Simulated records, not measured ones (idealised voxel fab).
Presented below is a process module, voxel self aligned contacts.
We display cut, a cross-section 190 nm in width whose square cells are each 5 nm.
In what follows, cross-sections appear as grids of square cells, described through bands that run from the top down, where every band is one or more rows of cells. The entry gives the band's vertical extent as a top height and a bottom height in nm, then its horizontal make-up as materials from left to right, each with a width in nm. "empty" stands for empty space; a single material marked "everywhere" fills the band edge to edge. The reference from which all heights are counted is 0, the level beneath which the as-received wafer is entirely one material; the lowest band, having no lower bound, proceeds downward and is written after the example "0..down". Think of "30..40" as a width that walks from the first number to the second as you go down the band, top row to bottom row, taking equal-sized steps from row to row. "changes: none" for a step: no cell of the cross-section changed in that step. Empty spaces counting at least 8 cells and having no open way to the top are listed in "Enclosed void inventory". The notation width x height at distance is used for each, the distance being from the left edge and all three values in nm. Formally, on a step line, whatever follows the settings is a remark that the simulator itself makes on the step. overlay nm, on a step with a mask: how far to the right of its planned place the mask lay; to the left if negative.
Process steps foreseen in the plan:
1. op RECEIVE | material Si
2. op OXIDIZE | depth nm 5
3. op DIRECTIONAL_DEP | material polySi | thk nm 25
4. op DIRECTIONAL_DEP | material SiN | thk nm 25
5. op PATTERN | tone cover | mask id GATE | material resist | width nm 35 | pitch nm 80 | thk nm 20 | overlay nm 0
6. op DIRECTIONAL_ETCH | etch materials SiN | depth nm 25
7. op DIRECTIONAL_ETCH | etch materials polySi | depth nm 25
8. op STRIP | etch materials resist
9. op CONFORMAL_DEP | material SiN | thk nm 10
10. op DIRECTIONAL_ETCH | etch materials SiN | depth nm 10
11. op FILL_DEP | material SiO2 | thk nm 10
12. op CMP | height nm 55
13. op DIRECTIONAL_DEP | material aC | thk nm 15
14. op PATTERN | tone open | mask id CONTACT | material resist | width nm 55 | thk nm 35 | overlay nm 0
15. op DIRECTIONAL_ETCH | etch materials aC | depth nm 15
16. op STRIP | etch materials resist
17. op DIRECTIONAL_ETCH | etch materials SiO2 | depth nm 60
18. op STRIP | etch materials aC
19. op CONFORMAL_DEP | material TiN | thk nm 5
20. op FILL_DEP | material Ru | thk nm 5
21. op CMP | height nm 55
22. op CONFORMAL_DEP | material SiN | thk nm 5
Cross-section of the wafer upon arrival, representing the state reached after step 1:
- 0..down = Si everywhere
- Enclosed void inventory: none
Below is the wafer in cross-section after the module was completed. It began from the starting point shown above and followed the plan shown above, except that one mistake was made while running it:
- 60..55 = SiN everywhere
- 55..50 = SiO2: 65  TiN: 20  Ru: 15  TiN: 20  SiO2: 70
- 50..40 = SiO2: 25  SiN: 55  TiN: 5  Ru: 15  TiN: 5  SiN: 55  SiO2: 30
- 40..35 = SiO2: 25  SiN: 55  TiN: 25  SiN: 55  SiO2: 30
- 35..25 = SiN everywhere
- 25..0 = polySi everywhere
- 0..-5 = SiO2 everywhere
- -5..down = Si everywhere
- Enclosed void inventory: none
In executing the process, a mistake was made relative to the plan: the process deviated at step 6: the operation and settings actually run there were op DIRECTIONAL_ETCH | etch materials SiN | depth nm 15
